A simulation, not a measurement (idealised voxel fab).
This section sets out a process module, namely voxel self aligned vias.
Shown is cross-section cut, with a width of 280 nm and square cells of size 5 nm.
Reading order for cross-sections: top band down to bottom band. Underlying form: a grid of square cells. Band size: one or more rows of cells. A band entry consists of two parts. The first gives the height of the band's top and the height of its bottom, in nm. The rest lists the band's materials from left to right, each with its width in nm. A single material labelled with the word "full width" fills the band from edge to edge, and the word "blank" marks empty space. Heads up on the height convention: 0 is the point under which the incoming wafer is all one material, and the lowest band has no bottom, it just keeps going down, like "0 and below". With a width like "30 to 40", each row of cells in the band differs from the next by the same amount, the top row carrying the first number and the bottom row the second. "changes: none" for a step: no cell of the cross-section changed in that step. Look at "Closed-off voids" for the closed voids: empty spaces with no open path to the top, sized 8 cells or up. Each is width x height at distance, distance from the left edge, all nm. The remark found on a step's line after its settings is issued by the simulator itself and pertains to that step. overlay nm: mask right of planned place by this much (step with mask). Neg. = left.
These are the steps we planned for the process
1 RECEIVE | material Si
2 CONFORMAL_DEP | material SiO2 | thk nm 10
3 CONFORMAL_DEP | material SiCN | thk nm 5
4 DIRECTIONAL_DEP | material lowk | thk nm 30
5 DIRECTIONAL_DEP | material aC | thk nm 15
6 PATTERN | tone open | mask id LINES | material resist | width nm 30 | pitch nm 65 | thk nm 35 | overlay nm 0
7 DIRECTIONAL_ETCH | etch materials aC | depth nm 15
8 STRIP | etch materials resist
9 DIRECTIONAL_ETCH | etch materials lowk | depth nm 30
10 STRIP | etch materials aC
11 CONFORMAL_DEP | material TiN | thk nm 5
12 FILL_DEP | material W | thk nm 10
13 CMP | height nm 45
14 SELECTIVE_ETCH | etch materials W Ru TiN | depth nm 10
15 FILL_DEP | material SiN | thk nm 5
16 CMP | height nm 45
17 DIRECTIONAL_DEP | material lowk | thk nm 20
18 MASKED_ETCH | tone open | mask id VIAS | width nm 50 | pitch nm 65 | etch materials lowk | depth nm 20 | overlay nm 0
19 MASKED_ETCH | tone open | mask id VIAS | width nm 50 | pitch nm 65 | etch materials SiN | depth nm 10 | overlay nm 0
20 CONFORMAL_DEP | material TiN | thk nm 5
21 FILL_DEP | material Ru | thk nm 10
22 CMP | height nm 65
23 CONFORMAL_DEP | material SiN | thk nm 5
Cross-section: wafer on arrival = after step 1
* 0 and below: Si full width
* Closed-off voids: none
Final wafer profile in cross-section after the module, from the same start and plan as above, with one mistake made during processing
* 70 down to 65: SiN full width
* 65 down to 50: 50 lowk, then 5 TiN, then 40 Ru, then 5 TiN, then 15 lowk, then 5 TiN, then 40 Ru, then 5 TiN, then 15 lowk, then 5 TiN, then 40 Ru, then 5 TiN, then 50 lowk
* 50 down to 40: 50 to 60 lowk, then 15 to 5 TiN, then 25 Ru, then 10 to 5 TiN, then 15 to 30 lowk, then 15 to 5 TiN, then 25 Ru, then 10 to 5 TiN, then 15 to 30 lowk, then 15 to 5 TiN, then 25 Ru, then 10 to 5 TiN, then 50 to 55 lowk
* 40 down to 35: 60 lowk, then 35 TiN, then 30 lowk, then 35 TiN, then 30 lowk, then 35 TiN, then 55 lowk
* 35 down to 20: 60 lowk, then 5 TiN, then 25 W, then 5 TiN, then 30 lowk, then 5 TiN, then 25 W, then 5 TiN, then 30 lowk, then 5 TiN, then 25 W, then 5 TiN, then 55 lowk
* 20 down to 15: 60 lowk, then 35 TiN, then 30 lowk, then 35 TiN, then 30 lowk, then 35 TiN, then 55 lowk
* 15 down to 10: SiCN full width
* 10 down to 0: SiO2 full width
* 0 and below: Si full width
* Closed-off voids: none
Misprocessing identified: note that step 6 departed from the planned setting and was carried out as PATTERN | tone open | mask id LINES | material resist | width nm 35 | pitch nm 65 | thk nm 35 | overlay nm 0
